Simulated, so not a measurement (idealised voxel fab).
process module | voxel ribs on slabs
cross-section cut | 290 nm wide | cells 5 nm
A cross-section is a grid of square cells, given in bands from the top down. A band is one or more rows of cells.
Each band's line starts with the height of the band's top and of its bottom, in nm. Then come its materials from left to right, each with its width in nm. One material with "throughout" fills the band from edge to edge. "air" is empty space.
Height 0 is the level under which the wafer as received is all one material. The lowest band goes on downwards, as in "0 down".
A width such as "30 to 40" changes by the same amount from each row of cells to the next, from the band's top row to its bottom row.
"no change" after a step means that no cell of the cross-section changed.
closed voids: empty space of 8 cells or more with no open way to the top, each as width x height at its distance from the left edge, in nm
after a step's settings: what the simulator itself notes on the step
overlay nm, on a step with a mask: how far to the right of its planned place the mask lay; to the left if negative
plan
1 op RECEIVE | material Si
2 op DIRECTIONAL_DEP | material SiO2 | thk nm 20
3 op DIRECTIONAL_DEP | material polySi | thk nm 25
4 op DIRECTIONAL_DEP | material aC | thk nm 10
5 op PATTERN | tone cover | mask id RIB | material resist | width nm 20 | thk nm 25 | overlay nm 0
6 op DIRECTIONAL_ETCH | etch materials aC | depth nm 10
7 op STRIP | etch materials resist
8 op DIRECTIONAL_ETCH | etch materials polySi | depth nm 5
9 op STRIP | etch materials aC
10 op PATTERN | tone cover | mask id SLAB | material resist | width nm 70 | thk nm 15 | overlay nm 0
11 op DIRECTIONAL_ETCH | etch materials polySi | depth nm 20
12 op STRIP | etch materials resist
13 op FILL_DEP | material SiO2 | thk nm 30
14 op CMP | height nm 55
15 op DIRECTIONAL_DEP | material W | thk nm 5
16 op MASKED_ETCH | tone cover | mask id HEATER | width nm 30 | etch materials W | depth nm 5 | overlay nm 0
17 op CONFORMAL_DEP | material SiO2 | thk nm 5
varied across the wafers: height nm of step 14. The plan shows the first wafer's value. All wafers start alike
first wafer as received, after step 1
  0 down: Si throughout
  closed voids: none
each wafer at the end: cells of each material gained (+) or lost (-) since it was received, then its closed voids
height nm 55 | +638 SiO2 | +6 W | +60 polySi | closed voids: none
height nm 60 | +696 SiO2 | +6 W | +60 polySi | closed voids: none
height nm 65 | +754 SiO2 | +6 W | +60 polySi | closed voids: none
height nm 70 | +812 SiO2 | +6 W | +60 polySi | closed voids: none
height nm 75 | +870 SiO2 | +6 W | +60 polySi | closed voids: none
